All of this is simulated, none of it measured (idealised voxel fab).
process module | voxel fin reveal
cross-section cut | 170 nm wide | cells 5 nm
A cross-section is a grid of square cells, given in bands from the top down. A band is one or more rows of cells.
Each band's line starts with the height of the band's top and of its bottom, in nm. Then come its materials from left to right, each with its width in nm. One material with "throughout" fills the band from edge to edge. "air" is empty space.
Height 0 is the level under which the wafer as received is all one material. The lowest band goes on downwards, as in "0 down".
A width such as "30 to 40" changes by the same amount from each row of cells to the next, from the band's top row to its bottom row.
"no change" after a step means that no cell of the cross-section changed.
closed voids: empty space of 8 cells or more with no open way to the top, each as width x height at its distance from the left edge, in nm
after a step's settings: what the simulator itself notes on the step
overlay nm, on a step with a mask: how far to the right of its planned place the mask lay; to the left if negative
Each pair below shows a cross-section before one step and the cross-section after it, down to the lowest band that changed. The line under each pair gives the step between them, with its settings. The pairs can come from different runs of this module on the same starting wafer, so a pair continues from the pair above only where its "before" says so.
before
  0 down: Si throughout
  closed voids: none
after
  5 to 0: SiN throughout
  below 0: unchanged
  closed voids: none
the step between: op CONFORMAL_DEP | material SiN | thk nm 5
before: the cross-section after the pair above
after
  20 to 5: air 40 | resist 15 | air 20 | resist 15 | air 20 | resist 15 | air 45
  below 5: unchanged
  closed voids: none
the step between: op PATTERN | tone cover | mask id FINS | material resist | width nm 15 | pitch nm 35 | thk nm 15 | overlay nm 0
before: the cross-section after the pair above
after
  20 to 5: air 40 | resist 15 | air 20 | resist 15 | air 20 | resist 15 | air 45
  5 to 0: air 40 | SiN 15 | air 20 | SiN 15 | air 20 | SiN 15 | air 45
  below 0: unchanged
  closed voids: none
the step between: op DIRECTIONAL_ETCH | etch materials SiN | depth nm 5
before: the cross-section after the pair above
after
  20 to 5: air 40 | resist 15 | air 20 | resist 15 | air 20 | resist 15 | air 45
  5 to 0: air 40 | SiN 15 | air 20 | SiN 15 | air 20 | SiN 15 | air 45
  0 to -40: air 40 | Si 15 | air 20 | Si 15 | air 20 | Si 15 | air 45
  below -40: unchanged
  closed voids: none
the step between: op DIRECTIONAL_ETCH | etch materials Si | depth nm 40
before: the cross-section after the pair above
after
  5 to 0: air 40 | SiN 15 | air 20 | SiN 15 | air 20 | SiN 15 | air 45
  below 0: unchanged
  closed voids: none
the step between: op STRIP | etch materials resist
before: the cross-section after the pair above
after
  5 to 0: air 40 | SiN 15 | air 20 | SiN 15 | air 20 | SiN 15 | air 45
  0 to -40: air 40 | SiO2 5 | Si 5 | SiO2 5 | air 20 | SiO2 5 | Si 5 | SiO2 5 | air 20 | SiO2 5 | Si 5 | SiO2 5 | air 45
  -40 to -45: SiO2 45 | Si 5 | SiO2 30 | Si 5 | SiO2 30 | Si 5 | SiO2 50
  below -45: unchanged
  closed voids: none
the step between: op OXIDIZE | depth nm 5
before: the cross-section after the pair above
after
  10 to 5: SiO2 throughout
  5 to 0: SiO2 40 | SiN 15 | SiO2 20 | SiN 15 | SiO2 20 | SiN 15 | SiO2 45
  0 to -45: SiO2 45 | Si 5 | SiO2 30 | Si 5 | SiO2 30 | Si 5 | SiO2 50
  below -45: unchanged
  closed voids: none
the step between: op FILL_DEP | material SiO2 | thk nm 5
before: the cross-section after the pair above
after
  5 to 0: SiO2 40 | SiN 15 | SiO2 20 | SiN 15 | SiO2 20 | SiN 15 | SiO2 45
  below 0: unchanged
  closed voids: none
the step between: op CMP | height nm 5
before: the cross-section after the pair above
after
  5 to 0: air 40 | SiN 15 | air 20 | SiN 15 | air 20 | SiN 15 | air 45
  0 to -25: air 45 | Si 5 | air 30 | Si 5 | air 30 | Si 5 | air 50
  below -25: unchanged
  closed voids: none
the step between: op SELECTIVE_ETCH | etch materials SiO2 | depth nm 30
before: the cross-section after the pair above
after
  0 to -25: air 45 | Si 5 | air 30 | Si 5 | air 30 | Si 5 | air 50
  below -25: unchanged
  closed voids: none
the step between: op STRIP | etch materials SiN
before: the cross-section after the pair above
after
  5 to 0: air 40 | HfO2 15 | air 20 | HfO2 15 | air 20 | HfO2 15 | air 45
  0 to -20: air 40 | HfO2 5 | Si 5 | HfO2 5 | air 20 | HfO2 5 | Si 5 | HfO2 5 | air 20 | HfO2 5 | Si 5 | HfO2 5 | air 45
  -20 to -25: HfO2 45 | Si 5 | HfO2 30 | Si 5 | HfO2 30 | Si 5 | HfO2 50
  below -25: unchanged
  closed voids: none
the step between: op CONFORMAL_DEP | material HfO2 | thk nm 5
before
  5 to 0: air 40 | SiN 15 | air 20 | SiN 15 | air 20 | SiN 15 | air 45
  0 to -25: air 45 | Si 5 | air 30 | Si 5 | air 30 | Si 5 | air 50
  -25 to -45: SiO2 45 | Si 5 | SiO2 30 | Si 5 | SiO2 30 | Si 5 | SiO2 50
  -45 down: Si throughout
  closed voids: none
after
  5 to 0: air 40 | SiN 15 | air 20 | SiN 15 | air 20 | SiN 15 | air 45
  0 to -45: air 45 | Si 5 | air 30 | Si 5 | air 30 | Si 5 | air 50
  below -45: unchanged
  closed voids: none
the step between: op SELECTIVE_ETCH | etch materials SiO2 | depth nm 30
before: the cross-section after the pair above
after
  0 to -45: air 45 | Si 5 | air 30 | Si 5 | air 30 | Si 5 | air 50
  below -45: unchanged
  closed voids: none
the step between: op STRIP | etch materials SiN
before: the cross-section after the pair above
after
  5 to 0: air 40 | HfO2 15 | air 20 | HfO2 15 | air 20 | HfO2 15 | air 45
  0 to -40: air 40 | HfO2 5 | Si 5 | HfO2 5 | air 20 | HfO2 5 | Si 5 | HfO2 5 | air 20 | HfO2 5 | Si 5 | HfO2 5 | air 45
  -40 to -45: HfO2 45 | Si 5 | HfO2 30 | Si 5 | HfO2 30 | Si 5 | HfO2 50
  below -45: unchanged
  closed voids: none
the step between: op CONFORMAL_DEP | material HfO2 | thk nm 5
before
  5 to 0: SiO2 40 | SiN 15 | SiO2 20 | SiN 15 | SiO2 20 | SiN 15 | SiO2 45
  0 to -45: SiO2 45 | Si 5 | SiO2 30 | Si 5 | SiO2 30 | Si 5 | SiO2 50
  -45 down: Si throughout
  closed voids: none
after
  5 to 0: SiO2 40 | air 15 | SiO2 20 | air 15 | SiO2 20 | air 15 | SiO2 45
  below 0: unchanged
  closed voids: none
the step between: op STRIP | etch materials SiN
before: the cross-section after the pair above
after
  0 to -25: air 45 | Si 5 | air 30 | Si 5 | air 30 | Si 5 | air 50
  -25 to -30: SiO2 10 | air 35 | Si 5 | air 30 | Si 5 | air 30 | Si 5 | air 35 | SiO2 15
  below -30: unchanged
  closed voids: none
the step between: op SELECTIVE_ETCH | etch materials SiO2 | depth nm 30
before: the cross-section after the pair above
after
  5 to 0: air 40 | HfO2 15 | air 20 | HfO2 15 | air 20 | HfO2 15 | air 45
  0 to -20: air 40 | HfO2 5 | Si 5 | HfO2 5 | air 20 | HfO2 5 | Si 5 | HfO2 5 | air 20 | HfO2 5 | Si 5 | HfO2 5 | air 45
  -20 to -25: HfO2 15 | air 25 | HfO2 5 | Si 5 | HfO2 5 | air 20 | HfO2 5 | Si 5 | HfO2 5 | air 20 | HfO2 5 | Si 5 | HfO2 5 | air 25 | HfO2 20
  -25 to -30: SiO2 10 | HfO2 35 | Si 5 | HfO2 30 | Si 5 | HfO2 30 | Si 5 | HfO2 35 | SiO2 15
  below -30: unchanged
  closed voids: none
the step between: op CONFORMAL_DEP | material HfO2 | thk nm 5
before
  5 to 0: SiO2 40 | SiN 15 | SiO2 20 | SiN 15 | SiO2 20 | SiN 15 | SiO2 45
  0 to -45: SiO2 45 | Si 5 | SiO2 30 | Si 5 | SiO2 30 | Si 5 | SiO2 50
  -45 down: Si throughout
  closed voids: none
after
  5 to 0: air 40 | SiN 15 | air 20 | SiN 15 | air 20 | SiN 15 | air 45
  0 to -15: air 45 | Si 5 | air 30 | Si 5 | air 30 | Si 5 | air 50
  below -15: unchanged
  closed voids: none
the step between: op SELECTIVE_ETCH | etch materials SiO2 | depth nm 20
before: the cross-section after the pair above
after
  0 to -15: air 45 | Si 5 | air 30 | Si 5 | air 30 | Si 5 | air 50
  below -15: unchanged
  closed voids: none
the step between: op STRIP | etch materials SiN
before: the cross-section after the pair above
after
  5 to 0: air 40 | HfO2 15 | air 20 | HfO2 15 | air 20 | HfO2 15 | air 45
  0 to -10: air 40 | HfO2 5 | Si 5 | HfO2 5 | air 20 | HfO2 5 | Si 5 | HfO2 5 | air 20 | HfO2 5 | Si 5 | HfO2 5 | air 45
  -10 to -15: HfO2 45 | Si 5 | HfO2 30 | Si 5 | HfO2 30 | Si 5 | HfO2 50
  below -15: unchanged
  closed voids: none
the step between: op CONFORMAL_DEP | material HfO2 | thk nm 5
before
  5 to 0: SiN throughout
  0 down: Si throughout
  closed voids: none
after
  20 to 5: air 40 | resist 20 | air 15 | resist 20 | air 15 | resist 20 | air 40
  below 5: unchanged
  closed voids: none
the step between: op PATTERN | tone cover | mask id FINS | material resist | width nm 20 | pitch nm 35 | thk nm 15 | overlay nm 0
before: the cross-section after the pair above
after
  20 to 5: air 40 | resist 20 | air 15 | resist 20 | air 15 | resist 20 | air 40
  5 to 0: air 40 | SiN 20 | air 15 | SiN 20 | air 15 | SiN 20 | air 40
  below 0: unchanged
  closed voids: none
the step between: op DIRECTIONAL_ETCH | etch materials SiN | depth nm 5
before: the cross-section after the pair above
after
  20 to 5: air 40 | resist 20 | air 15 | resist 20 | air 15 | resist 20 | air 40
  5 to 0: air 40 | SiN 20 | air 15 | SiN 20 | air 15 | SiN 20 | air 40
  0 to -40: air 40 | Si 20 | air 15 | Si 20 | air 15 | Si 20 | air 40
  below -40: unchanged
  closed voids: none
the step between: op DIRECTIONAL_ETCH | etch materials Si | depth nm 40
before: the cross-section after the pair above
after
  5 to 0: air 40 | SiN 20 | air 15 | SiN 20 | air 15 | SiN 20 | air 40
  below 0: unchanged
  closed voids: none
the step between: op STRIP | etch materials resist
before: the cross-section after the pair above
after
  5 to 0: air 40 | SiN 20 | air 15 | SiN 20 | air 15 | SiN 20 | air 40
  0 to -40: air 40 | SiO2 5 | Si 10 | SiO2 5 | air 15 | SiO2 5 | Si 10 | SiO2 5 | air 15 | SiO2 5 | Si 10 | SiO2 5 | air 40
  -40 to -45: SiO2 45 | Si 10 | SiO2 25 | Si 10 | SiO2 25 | Si 10 | SiO2 45
  below -45: unchanged
  closed voids: none
the step between: op OXIDIZE | depth nm 5
before: the cross-section after the pair above
after
  10 to 5: SiO2 throughout
  5 to 0: SiO2 40 | SiN 20 | SiO2 15 | SiN 20 | SiO2 15 | SiN 20 | SiO2 40
  0 to -45: SiO2 45 | Si 10 | SiO2 25 | Si 10 | SiO2 25 | Si 10 | SiO2 45
  below -45: unchanged
  closed voids: none
the step between: op FILL_DEP | material SiO2 | thk nm 5
before: the cross-section after the pair above
after
  5 to 0: SiO2 40 | SiN 20 | SiO2 15 | SiN 20 | SiO2 15 | SiN 20 | SiO2 40
  below 0: unchanged
  closed voids: none
the step between: op CMP | height nm 5
before: the cross-section after the pair above
after
  5 to 0: air 40 | SiN 20 | air 15 | SiN 20 | air 15 | SiN 20 | air 40
  0 to -25: air 45 | Si 10 | air 25 | Si 10 | air 25 | Si 10 | air 45
  below -25: unchanged
  closed voids: none
the step between: op SELECTIVE_ETCH | etch materials SiO2 | depth nm 30
before: the cross-section after the pair above
after
  0 to -25: air 45 | Si 10 | air 25 | Si 10 | air 25 | Si 10 | air 45
  below -25: unchanged
  closed voids: none
the step between: op STRIP | etch materials SiN
before: the cross-section after the pair above
after
  5 to 0: air 40 | HfO2 20 | air 15 | HfO2 20 | air 15 | HfO2 20 | air 40
  0 to -20: air 40 | HfO2 5 | Si 10 | HfO2 5 | air 15 | HfO2 5 | Si 10 | HfO2 5 | air 15 | HfO2 5 | Si 10 | HfO2 5 | air 40
  -20 to -25: HfO2 45 | Si 10 | HfO2 25 | Si 10 | HfO2 25 | Si 10 | HfO2 45
  below -25: unchanged
  closed voids: none
the step between: op CONFORMAL_DEP | material HfO2 | thk nm 5
before
  5 to 0: SiN throughout
  0 down: Si throughout
  closed voids: none
after
  20 to 5: air 35 | resist 15 | air 20 | resist 15 | air 20 | resist 15 | air 50
  below 5: unchanged
  closed voids: none
the step between: op PATTERN | tone cover | mask id FINS | material resist | width nm 15 | pitch nm 35 | thk nm 15 | overlay nm -5
before: the cross-section after the pair above
after
  20 to 5: air 35 | resist 15 | air 20 | resist 15 | air 20 | resist 15 | air 50
  5 to 0: air 35 | SiN 15 | air 20 | SiN 15 | air 20 | SiN 15 | air 50
  below 0: unchanged
  closed voids: none
the step between: op DIRECTIONAL_ETCH | etch materials SiN | depth nm 5
before: the cross-section after the pair above
after
  20 to 5: air 35 | resist 15 | air 20 | resist 15 | air 20 | resist 15 | air 50
  5 to 0: air 35 | SiN 15 | air 20 | SiN 15 | air 20 | SiN 15 | air 50
  0 to -40: air 35 | Si 15 | air 20 | Si 15 | air 20 | Si 15 | air 50
  below -40: unchanged
  closed voids: none
the step between: op DIRECTIONAL_ETCH | etch materials Si | depth nm 40
before: the cross-section after the pair above
after
  5 to 0: air 35 | SiN 15 | air 20 | SiN 15 | air 20 | SiN 15 | air 50
  below 0: unchanged
  closed voids: none
the step between: op STRIP | etch materials resist
before: the cross-section after the pair above
after
  5 to 0: air 35 | SiN 15 | air 20 | SiN 15 | air 20 | SiN 15 | air 50
  0 to -40: air 35 | SiO2 5 | Si 5 | SiO2 5 | air 20 | SiO2 5 | Si 5 | SiO2 5 | air 20 | SiO2 5 | Si 5 | SiO2 5 | air 50
  -40 to -45: SiO2 40 | Si 5 | SiO2 30 | Si 5 | SiO2 30 | Si 5 | SiO2 55
  below -45: unchanged
  closed voids: none
the step between: op OXIDIZE | depth nm 5
before: the cross-section after the pair above
after
  10 to 5: SiO2 throughout
  5 to 0: SiO2 35 | SiN 15 | SiO2 20 | SiN 15 | SiO2 20 | SiN 15 | SiO2 50
  0 to -45: SiO2 40 | Si 5 | SiO2 30 | Si 5 | SiO2 30 | Si 5 | SiO2 55
  below -45: unchanged
  closed voids: none
the step between: op FILL_DEP | material SiO2 | thk nm 5
before: the cross-section after the pair above
after
  5 to 0: SiO2 35 | SiN 15 | SiO2 20 | SiN 15 | SiO2 20 | SiN 15 | SiO2 50
  below 0: unchanged
  closed voids: none
the step between: op CMP | height nm 5
before: the cross-section after the pair above
after
  5 to 0: air 35 | SiN 15 | air 20 | SiN 15 | air 20 | SiN 15 | air 50
  0 to -25: air 40 | Si 5 | air 30 | Si 5 | air 30 | Si 5 | air 55
  below -25: unchanged
  closed voids: none
the step between: op SELECTIVE_ETCH | etch materials SiO2 | depth nm 30
before: the cross-section after the pair above
after
  0 to -25: air 40 | Si 5 | air 30 | Si 5 | air 30 | Si 5 | air 55
  below -25: unchanged
  closed voids: none
the step between: op STRIP | etch materials SiN
before: the cross-section after the pair above
after
  5 to 0: air 35 | HfO2 15 | air 20 | HfO2 15 | air 20 | HfO2 15 | air 50
  0 to -20: air 35 | HfO2 5 | Si 5 | HfO2 5 | air 20 | HfO2 5 | Si 5 | HfO2 5 | air 20 | HfO2 5 | Si 5 | HfO2 5 | air 50
  -20 to -25: HfO2 40 | Si 5 | HfO2 30 | Si 5 | HfO2 30 | Si 5 | HfO2 55
  below -25: unchanged
  closed voids: none
the step between: op CONFORMAL_DEP | material HfO2 | thk nm 5
before
  5 to 0: air 40 | SiN 15 | air 20 | SiN 15 | air 20 | SiN 15 | air 45
  0 to -25: air 45 | Si 5 | air 30 | Si 5 | air 30 | Si 5 | air 50
  -25 to -45: SiO2 45 | Si 5 | SiO2 30 | Si 5 | SiO2 30 | Si 5 | SiO2 50
  -45 down: Si throughout
  closed voids: none
after
  5 to 0: air 40 | SiN 15 | air 20 | SiN 15 | air 20 | SiN 15 | air 45
  0 to -45: air 45 | Si 5 | air 30 | Si 5 | air 30 | Si 5 | air 50
  below -45: unchanged
  closed voids: none
the step between: op STRIP | etch materials SiO2
before: the cross-section after the pair above
after
  10 to 5: air 35 | HfO2 25 | air 10 | HfO2 25 | air 10 | HfO2 25 | air 40
  5 to 0: air 35 | HfO2 5 | SiN 15 | HfO2 5 | air 10 | HfO2 5 | SiN 15 | HfO2 5 | air 10 | HfO2 5 | SiN 15 | HfO2 5 | air 40
  0 to -5: air 35 | HfO2 10 | Si 5 | HfO2 10 | air 10 | HfO2 10 | Si 5 | HfO2 10 | air 10 | HfO2 10 | Si 5 | HfO2 10 | air 40
  -5 to -40: air 40 | HfO2 5 | Si 5 | HfO2 5 | air 20 | HfO2 5 | Si 5 | HfO2 5 | air 20 | HfO2 5 | Si 5 | HfO2 5 | air 45
  -40 to -45: HfO2 45 | Si 5 | HfO2 30 | Si 5 | HfO2 30 | Si 5 | HfO2 50
  below -45: unchanged
  closed voids: none
the step between: op CONFORMAL_DEP | material HfO2 | thk nm 5
before
  5 to 0: SiN throughout
  0 down: Si throughout
  closed voids: none
after
  20 to 5: resist 40 | air 15 | resist 20 | air 15 | resist 20 | air 15 | resist 45
  below 5: unchanged
  closed voids: none
the step between: op PATTERN | tone open | mask id FINS | material resist | width nm 15 | pitch nm 35 | thk nm 15 | overlay nm 0
before: the cross-section after the pair above
after
  20 to 5: resist 40 | air 15 | resist 20 | air 15 | resist 20 | air 15 | resist 45
  5 to 0: SiN 40 | air 15 | SiN 20 | air 15 | SiN 20 | air 15 | SiN 45
  below 0: unchanged
  closed voids: none
the step between: op DIRECTIONAL_ETCH | etch materials SiN | depth nm 5
before: the cross-section after the pair above
after
  20 to 5: resist 40 | air 15 | resist 20 | air 15 | resist 20 | air 15 | resist 45
  5 to 0: SiN 40 | air 15 | SiN 20 | air 15 | SiN 20 | air 15 | SiN 45
  0 to -40: Si 40 | air 15 | Si 20 | air 15 | Si 20 | air 15 | Si 45
  below -40: unchanged
  closed voids: none
the step between: op DIRECTIONAL_ETCH | etch materials Si | depth nm 40
before: the cross-section after the pair above
after
  5 to 0: SiN 40 | air 15 | SiN 20 | air 15 | SiN 20 | air 15 | SiN 45
  below 0: unchanged
  closed voids: none
the step between: op STRIP | etch materials resist
before: the cross-section after the pair above
after
  5 to 0: SiN 40 | air 15 | SiN 20 | air 15 | SiN 20 | air 15 | SiN 45
  0 to -40: Si 35 | SiO2 5 | air 15 | SiO2 5 | Si 10 | SiO2 5 | air 15 | SiO2 5 | Si 10 | SiO2 5 | air 15 | SiO2 5 | Si 40
  -40 to -45: Si 35 | SiO2 25 | Si 10 | SiO2 25 | Si 10 | SiO2 25 | Si 40
  below -45: unchanged
  closed voids: none
the step between: op OXIDIZE | depth nm 5
before: the cross-section after the pair above
after
  10 to 5: SiO2 throughout
  5 to 0: SiN 40 | SiO2 15 | SiN 20 | SiO2 15 | SiN 20 | SiO2 15 | SiN 45
  0 to -45: Si 35 | SiO2 25 | Si 10 | SiO2 25 | Si 10 | SiO2 25 | Si 40
  below -45: unchanged
  closed voids: none
the step between: op FILL_DEP | material SiO2 | thk nm 5
before: the cross-section after the pair above
after
  5 to 0: SiN 40 | SiO2 15 | SiN 20 | SiO2 15 | SiN 20 | SiO2 15 | SiN 45
  below 0: unchanged
  closed voids: none
the step between: op CMP | height nm 5
before: the cross-section after the pair above
after
  5 to 0: SiN 40 | air 15 | SiN 20 | air 15 | SiN 20 | air 15 | SiN 45
  0 to -25: Si 35 | air 25 | Si 10 | air 25 | Si 10 | air 25 | Si 40
  below -25: unchanged
  closed voids: none
the step between: op SELECTIVE_ETCH | etch materials SiO2 | depth nm 30
before: the cross-section after the pair above
after
  0 to -25: Si 35 | air 25 | Si 10 | air 25 | Si 10 | air 25 | Si 40
  below -25: unchanged
  closed voids: none
the step between: op STRIP | etch materials SiN
before: the cross-section after the pair above
after
  5 to 0: HfO2 40 | air 15 | HfO2 20 | air 15 | HfO2 20 | air 15 | HfO2 45
  0 to -20: Si 35 | HfO2 5 | air 15 | HfO2 5 | Si 10 | HfO2 5 | air 15 | HfO2 5 | Si 10 | HfO2 5 | air 15 | HfO2 5 | Si 40
  -20 to -25: Si 35 | HfO2 25 | Si 10 | HfO2 25 | Si 10 | HfO2 25 | Si 40
  below -25: unchanged
  closed voids: none
the step between: op CONFORMAL_DEP | material HfO2 | thk nm 5
